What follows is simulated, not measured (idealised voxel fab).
process module | voxel ribs on slabs
cross-section cut | 225 nm wide | cells 5 nm
A cross-section is a grid of square cells, given in bands from the top down. A band is one or more rows of cells.
Each band's line starts with the height of the band's top and of its bottom, in nm. Then come its materials from left to right, each with its width in nm. One material with "throughout" fills the band from edge to edge. "air" is empty space.
Height 0 is the level under which the wafer as received is all one material. The lowest band goes on downwards, as in "0 down".
A width such as "30 to 40" changes by the same amount from each row of cells to the next, from the band's top row to its bottom row.
"no change" after a step means that no cell of the cross-section changed.
closed voids: empty space of 8 cells or more with no open way to the top, each as width x height at its distance from the left edge, in nm
after a step's settings: what the simulator itself notes on the step
overlay nm, on a step with a mask: how far to the right of its planned place the mask lay; to the left if negative
plan
1 op RECEIVE | material Si
2 op DIRECTIONAL_DEP | material SiO2 | thk nm 25
3 op DIRECTIONAL_DEP | material SiN | thk nm 20
4 op MASKED_ETCH | tone cover | mask id RIB | width nm 30 | etch materials SiN | depth nm 10 | overlay nm 0
5 op PATTERN | tone cover | mask id SLAB | material resist | width nm 80 | thk nm 20 | overlay nm 0
6 op DIRECTIONAL_ETCH | etch materials SiN | depth nm 10
7 op STRIP | etch materials resist
8 op FILL_DEP | material SiO2 | thk nm 20
9 op CMP | height nm 60
10 op DIRECTIONAL_DEP | material W | thk nm 10
11 op DIRECTIONAL_DEP | material aC | thk nm 15
12 op PATTERN | tone cover | mask id HEATER | material resist | width nm 40 | thk nm 30 | overlay nm 0
13 op DIRECTIONAL_ETCH | etch materials aC | depth nm 15
14 op STRIP | etch materials resist
15 op DIRECTIONAL_ETCH | etch materials W | depth nm 10
16 op STRIP | etch materials aC
17 op CONFORMAL_DEP | material SiN | thk nm 5
as received, after step 1
  0 down: Si throughout
  closed voids: none
a wafer at the end: this start, this plan, one mistake
  75 to 70: air 85 | SiN 50 | air 90
  70 to 65: air 85 | SiN 5 | W 40 | SiN 5 | air 90
  65 to 60: SiN 90 | W 40 | SiN 95
  60 to 45: SiO2 throughout
  45 to 35: SiO2 85 | SiN 30 | SiO2 110
  35 to 25: SiO2 70 | SiN 80 | SiO2 75
  25 to 0: SiO2 throughout
  0 down: Si throughout
  closed voids: none
what went wrong: step 4 ran as: op MASKED_ETCH | tone cover | mask id RIB | width nm 30 | etch materials SiN | depth nm 10 | overlay nm -10
